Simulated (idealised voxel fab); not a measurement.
voxel capacitor over wiring: a process module
Cross-section cut spans 195 nm and uses square cells 5 nm in size.
How to read a cross-section here: the picture is a grid of square cells, written as bands going from the top down, and any band can span one or more rows of cells.
Heads up on the band format: heights come first, top then bottom, in nm. After that it's the materials left to right, each with its width in nm. A single material flagged "throughout" fills the whole band edge to edge, and "blank" means there's empty space there.
It should be noted that heights are counted from 0, beneath which the wafer as supplied is of one material throughout, and that the lowest band possesses no lower boundary but continues downward, as written in "0..down".
When a width is written as two numbers, as in "30 to 40", the first number is the width in the top row of cells of the band and the second is the width in its bottom row, and the width changes by the same amount from each row to the next.
"remained the same", as given for a step, is the statement that not any cell of the cross-section underwent a change during that step.
In the "Trapped void list" entry, you get each enclosed empty space of 8 cells or more, one with no open way to the top, written width x height at distance, distance from the left edge, in nm.
It should be noted that, on the line of a given step, the content following the step's settings is a remark produced by the simulator itself with respect to that step.
The optional step-line setting "overlay nm" applies to steps with a mask and quantifies how far to the right of its planned location the mask lay, a negative value indicating leftward placement.
[Set out below are the planned steps of the process]
1. op RECEIVE | material Si
2. op CONFORMAL_DEP | material SiO2 | thk nm 10
3. op CONFORMAL_DEP | material SiCN | thk nm 5
4. op DIRECTIONAL_DEP | material SiO2 | thk nm 20
5. op PATTERN | tone open | mask id METAL_1 | material resist | width nm 30 | pitch nm 100 | thk nm 15 | overlay nm 0
6. op DIRECTIONAL_ETCH | etch materials SiO2 | depth nm 20
7. op DIRECTIONAL_ETCH | etch materials SiCN | depth nm 5
8. op STRIP | etch materials resist
9. op CONFORMAL_DEP | material TiN | thk nm 5
10. op FILL_DEP | material W | thk nm 5
11. op CMP | height nm 35
12. op EPI | material Ru | thk nm 5
13. op FILL_DEP | material SiCN | thk nm 5
14. op DIRECTIONAL_DEP | material lowk | thk nm 15
15. op PATTERN | tone open | mask id PLUG_1 | material resist | width nm 15 | thk nm 15 | overlay nm 0
16. op DIRECTIONAL_ETCH | etch materials lowk | depth nm 15
17. op DIRECTIONAL_ETCH | etch materials SiCN | depth nm 5
18. op STRIP | etch materials resist
19. op EPI | material Ru | thk nm 10
20. op EPI | material Ru | thk nm 10
21. op DIRECTIONAL_DEP | material TiN | thk nm 5
22. op DIRECTIONAL_DEP | material Al2O3 | thk nm 5
23. op DIRECTIONAL_DEP | material TiN | thk nm 10
24. op PATTERN | tone cover | mask id UPPER_PLATE | material resist | width nm 75 | thk nm 20 | overlay nm 0
25. op DIRECTIONAL_ETCH | etch materials TiN | depth nm 10
26. op DIRECTIONAL_ETCH | etch materials Al2O3 | depth nm 5
27. op STRIP | etch materials resist
28. op PATTERN | tone cover | mask id LOWER_PLATE | material resist | width nm 85 | thk nm 15 | overlay nm 0
29. op DIRECTIONAL_ETCH | etch materials TiN | depth nm 5
30. op STRIP | etch materials resist
31. op FILL_DEP | material SiO2 | thk nm 20
32. op CMP | height nm 95
33. op DIRECTIONAL_DEP | material aC | thk nm 15
34. op PATTERN | tone open | mask id PLUG_2 | material resist | width nm 15 | thk nm 30 | overlay nm 0
35. op DIRECTIONAL_ETCH | etch materials aC | depth nm 15
36. op STRIP | etch materials resist
37. op DIRECTIONAL_ETCH | etch materials SiO2 | depth nm 15
38. op STRIP | etch materials aC
39. op CONFORMAL_DEP | material TiN | thk nm 5
40. op FILL_DEP | material Cu | thk nm 10
41. op CMP | height nm 95
42. op CONFORMAL_DEP | material SiCN | thk nm 5
[As-received state of the wafer in cross-section, equivalent to post-step 1]
    0..down = Si throughout
    Trapped void list: none
[Module complete, cross-section. Starting point and plan per above. One mistake made in running the module]
    100..95 = SiCN throughout
    95..85 = SiO2 55 nm | TiN 5 nm | Cu 5 nm | TiN 5 nm | SiO2 125 nm
    85..80 = SiO2 55 nm | TiN 15 nm | SiO2 125 nm
    80..70 = SiO2 45 nm | TiN 75 nm | SiO2 75 nm
    70..65 = SiO2 45 nm | Al2O3 75 nm | SiO2 75 nm
    65..60 = SiO2 40 nm | TiN 85 nm | SiO2 70 nm
    60..45 = lowk 45 nm | Ru 15 nm | lowk 135 nm
    45..40 = SiCN 45 nm | Ru 15 nm | SiCN 135 nm
    40..35 = SiCN 20 nm | Ru 50 nm | SiCN 50 nm | Ru 50 nm | SiCN 25 nm
    35..15 = SiO2 25 nm | TiN 5 nm | W 30 nm | TiN 5 nm | SiO2 60 nm | TiN 5 nm | W 30 nm | TiN 5 nm | SiO2 30 nm
    15..10 = SiCN 25 nm | TiN 40 nm | SiCN 60 nm | TiN 40 nm | SiCN 30 nm
    10..0 = SiO2 throughout
    0..down = Si throughout
    Trapped void list: none
Diagnosis: off-plan run, step 5, actual operation and settings op PATTERN | tone open | mask id METAL_1 | material resist | width nm 40 | pitch nm 100 | thk nm 15 | overlay nm 0
